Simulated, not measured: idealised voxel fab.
process module | voxel self aligned contacts
cross-section cut | 220 nm wide | cells 5 nm
A cross-section is a grid of square cells, given in bands from the top down. A band is one or more rows of cells.
Each band's line starts with the height of the band's top and of its bottom, in nm. Then come its materials from left to right, each with its width in nm. One material with "throughout" fills the band from edge to edge. "air" is empty space.
Height 0 is the level under which the wafer as received is all one material. The lowest band goes on downwards, as in "0 down".
A width such as "30 to 40" changes by the same amount from each row of cells to the next, from the band's top row to its bottom row.
"no change" after a step means that no cell of the cross-section changed.
closed voids: empty space of 8 cells or more with no open way to the top, each as width x height at its distance from the left edge, in nm
after a step's settings: what the simulator itself notes on the step
overlay nm, on a step with a mask: how far to the right of its planned place the mask lay; to the left if negative
plan
1 op RECEIVE | material Si
2 op CONFORMAL_DEP | material SiO2 | thk nm 5
3 op DIRECTIONAL_DEP | material polySi | thk nm 25
4 op DIRECTIONAL_DEP | material SiN | thk nm 25
5 op DIRECTIONAL_DEP | material aC | thk nm 15
6 op PATTERN | tone cover | mask id GATE | material resist | width nm 25 | pitch nm 70 | thk nm 30 | overlay nm 0
7 op DIRECTIONAL_ETCH | etch materials aC | depth nm 15
8 op STRIP | etch materials resist
9 op DIRECTIONAL_ETCH | etch materials SiN | depth nm 25
10 op DIRECTIONAL_ETCH | etch materials polySi | depth nm 25
11 op STRIP | etch materials aC
12 op CONFORMAL_DEP | material SiN | thk nm 10
13 op DIRECTIONAL_ETCH | etch materials SiN | depth nm 10
14 op FILL_DEP | material SiO2 | thk nm 20
15 op CMP | height nm 65
16 op PATTERN | tone open | mask id CONTACT | material resist | width nm 55 | thk nm 20 | overlay nm 0
17 op DIRECTIONAL_ETCH | etch materials SiO2 | depth nm 65
18 op STRIP | etch materials resist
19 op CONFORMAL_DEP | material TiN | thk nm 5
20 op FILL_DEP | material W | thk nm 10
21 op CMP | height nm 65
22 op CONFORMAL_DEP | material SiN | thk nm 5
as received, after step 1
  0 down: Si throughout
  closed voids: none
first wafer at the end, as planned
  70 to 65: SiN throughout
  65 to 55: SiO2 80 | TiN 5 to 20 | W 45 to 15 | TiN 5 to 20 | SiO2 85
  55 to 30: SiO2 50 | SiN 45 | TiN 5 | W 15 | TiN 5 | SiN 45 | SiO2 55
  30 to 5: SiO2 50 | SiN 10 | polySi 25 | SiN 10 | TiN 5 | W 15 | TiN 5 | SiN 10 | polySi 25 | SiN 10 | SiO2 55
  5 to 0: SiO2 95 | TiN 25 | SiO2 100
  0 down: Si throughout
  closed voids: none
second wafer at the end: like start, like plan, one mistake
  70 to 65: SiN throughout
  65 to 60: TiN 85 | W 45 | TiN 90
  60 to 55: SiO2 80 | TiN 20 | W 15 | TiN 20 | SiO2 85
  55 to 30: SiO2 50 | SiN 45 | TiN 5 | W 15 | TiN 5 | SiN 45 | SiO2 55
  30 to 5: SiO2 50 | SiN 10 | polySi 25 | SiN 10 | TiN 5 | W 15 | TiN 5 | SiN 10 | polySi 25 | SiN 10 | SiO2 55
  5 to 0: SiO2 95 | TiN 25 | SiO2 100
  0 down: Si throughout
  closed voids: none
what went wrong: step 15 ran as: op CMP | height nm 60
at the end the second wafer has, in cells: 33 fewer of SiO2 | 33 more of TiN
